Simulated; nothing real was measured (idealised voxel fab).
Process module under the name voxel wiring stack
Cross-sectional view cut (width: 215 nm; square cell size: 5 nm).
Cross-section format: a grid of square cells, given as bands from top to bottom; each band is one or more rows of cells. Heights first: top, then bottom, in nm. Then materials, left to right, each with a width in nm. "full width" on a single material: fills the band edge to edge. "blank": empty space. Ref level 0: as-received wafer is one material below here. Bottom band extends down with no lower bound ("top 0, no bottom"). It should be noted that a width expressed as "30->40" varies in equal increments from row to row of cells within the band, taking the value of the first number at the top row and that of the second number at the bottom row. "nothing changed" -> step changed no cross-section cell. Basically, "Internal closed voids" tells you about the enclosed voids: empty spaces with no open way to the top, 8 cells or bigger, each written width x height at distance, where distance is from the left edge, all in nm. Where a step's line continues beyond its settings, the continuation is a remark by the simulator itself on that step. overlay nm: mask right of planned place by this much (step with mask). Neg. = left.

[plan]
1: RECEIVE,material Si
2: CONFORMAL_DEP,material SiO2,thk nm 15
3: DIRECTIONAL_DEP,material TiN,thk nm 5
4: DIRECTIONAL_DEP,material W,thk nm 25
5: MASKED_ETCH,tone cover,mask id METAL_1,width nm 25,pitch nm 50,etch materials W,depth nm 25,overlay nm 0
6: MASKED_ETCH,tone cover,mask id METAL_1,width nm 25,pitch nm 50,etch materials TiN,depth nm 5,overlay nm 0
7: CONFORMAL_DEP,material SiCN,thk nm 5
8: FILL_DEP,material lowk,thk nm 10
9: CMP,height nm 45
10: CONFORMAL_DEP,material SiCN,thk nm 5
11: DIRECTIONAL_DEP,material lowk,thk nm 10
12: DIRECTIONAL_DEP,material aC,thk nm 15
13: PATTERN,tone open,mask id PLUG_1,material resist,width nm 15,pitch nm 50,thk nm 35,overlay nm 0
14: DIRECTIONAL_ETCH,etch materials aC,depth nm 15
15: STRIP,etch materials resist
16: DIRECTIONAL_ETCH,etch materials lowk,depth nm 10
17: DIRECTIONAL_ETCH,etch materials SiCN,depth nm 5
18: STRIP,etch materials aC
19: CONFORMAL_DEP,material TiN,thk nm 5
20: FILL_DEP,material W,thk nm 5
21: CMP,height nm 60
22: DIRECTIONAL_DEP,material TiN,thk nm 5
23: DIRECTIONAL_DEP,material W,thk nm 15
24: MASKED_ETCH,tone cover,mask id METAL_2,width nm 25,pitch nm 50,etch materials W,depth nm 15,overlay nm 0
25: MASKED_ETCH,tone cover,mask id METAL_2,width nm 25,pitch nm 50,etch materials TiN,depth nm 5,overlay nm 0
26: CONFORMAL_DEP,material SiN,thk nm 5
27: FILL_DEP,material SiO2,thk nm 5
28: CMP,height nm 80
29: CONFORMAL_DEP,material SiCN,thk nm 5
30: DIRECTIONAL_DEP,material SiO2,thk nm 25
31: DIRECTIONAL_DEP,material aC,thk nm 15
32: PATTERN,tone open,mask id METAL_3,material resist,width nm 25,pitch nm 50,thk nm 30,overlay nm 0
33: DIRECTIONAL_ETCH,etch materials aC,depth nm 15
34: STRIP,etch materials resist
35: DIRECTIONAL_ETCH,etch materials SiO2,depth nm 15
36: STRIP,etch materials aC
37: PATTERN,tone open,mask id METAL_3_HOLES,material resist,width nm 15,thk nm 20,overlay nm 0
38: DIRECTIONAL_ETCH,etch materials SiO2,depth nm 10
39: DIRECTIONAL_ETCH,etch materials SiCN,depth nm 5
40: STRIP,etch materials resist
41: CONFORMAL_DEP,material TiN,thk nm 5
42: FILL_DEP,material Ru,thk nm 10
43: CMP,height nm 110
44: CONFORMAL_DEP,material SiN,thk nm 5

[Cross-section of the wafer as it came to us, i.e., already through step 1]
top 0, no bottom | Si full width
Internal closed voids: none

[First of two wafers, end-of-module section, run followed plan]
top 115, bottom 110 | SiN full width
top 110, bottom 100 | 70 SiO2  5 TiN  15 Ru  5 TiN  25 SiO2  5 TiN  15 Ru  5 TiN  70 SiO2
top 100, bottom 95 | 70 SiO2  5 TiN  5 Ru  15 TiN  25 SiO2  25 TiN  70 SiO2
top 95, bottom 85 | 70 SiO2  5 TiN  5 Ru  5 TiN  130 SiO2
top 85, bottom 80 | 70 SiCN  15 TiN  130 SiCN
top 80, bottom 65 | 65 SiO2  5 SiN  25 W  5 SiN  15 SiO2  5 SiN  25 W  5 SiN  65 SiO2
top 65, bottom 60 | 70 SiN  25 TiN  25 SiN  25 TiN  70 SiN
top 60, bottom 50 | 70 lowk  5 TiN  5 W  5 TiN  35 lowk  5 TiN  5 W  5 TiN  80 lowk
top 50, bottom 45 | 70 SiCN  15 TiN  35 SiCN  15 TiN  80 SiCN
top 45, bottom 20 | 65 lowk  5 SiCN  25 W  5 SiCN  15 lowk  5 SiCN  25 W  5 SiCN  65 lowk
top 20, bottom 15 | 70 SiCN  25 TiN  25 SiCN  25 TiN  70 SiCN
top 15, bottom 0 | SiO2 full width
top 0, no bottom | Si full width
Internal closed voids: none

[The second wafer, shown in cross-section after the module: started the same way as the first and given the same plan, yet one mistake crept into how it was run]
top 115, bottom 110 | SiN full width
top 110, bottom 100 | 70 SiO2  5 TiN  15 Ru  5 TiN  25 SiO2  5 TiN  15 Ru  5 TiN  70 SiO2
top 100, bottom 95 | 70 SiO2  5 TiN  5 Ru  15 TiN  25 SiO2  25 TiN  70 SiO2
top 95, bottom 85 | 70 SiO2  5 TiN  5 Ru  5 TiN  130 SiO2
top 85, bottom 80 | 70 SiCN  15 TiN  130 SiCN
top 80, bottom 70 | 65 SiO2  5 SiN  25 W  5 SiN  15 SiO2  5 SiN  25 W  5 SiN  65 SiO2
top 70, bottom 65 | 60 SiO2  10 SiN  25 W  10 SiN  5 SiO2  10 SiN  25 W  10 SiN  60 SiO2
top 65, bottom 60 | 65 SiN  35 TiN  15 SiN  35 TiN  65 SiN
top 60, bottom 50 | 70 lowk  5 TiN  5 W  5 TiN  35 lowk  5 TiN  5 W  5 TiN  80 lowk
top 50, bottom 45 | 70 SiCN  15 TiN  35 SiCN  15 TiN  80 SiCN
top 45, bottom 20 | 65 lowk  5 SiCN  25 W  5 SiCN  15 lowk  5 SiCN  25 W  5 SiCN  65 lowk
top 20, bottom 15 | 70 SiCN  25 TiN  25 SiCN  25 TiN  70 SiCN
top 15, bottom 0 | SiO2 full width
top 0, no bottom | Si full width
Internal closed voids: none
Want to know what went wrong? off-plan run, step 25, actual operation and settings MASKED_ETCH,tone cover,mask id METAL_2,width nm 35,pitch nm 50,etch materials TiN,depth nm 5,overlay nm 0
The closing comparison, in cells, has the second wafer with more or fewer of some materials than the first: SiO2 -4; TiN +4
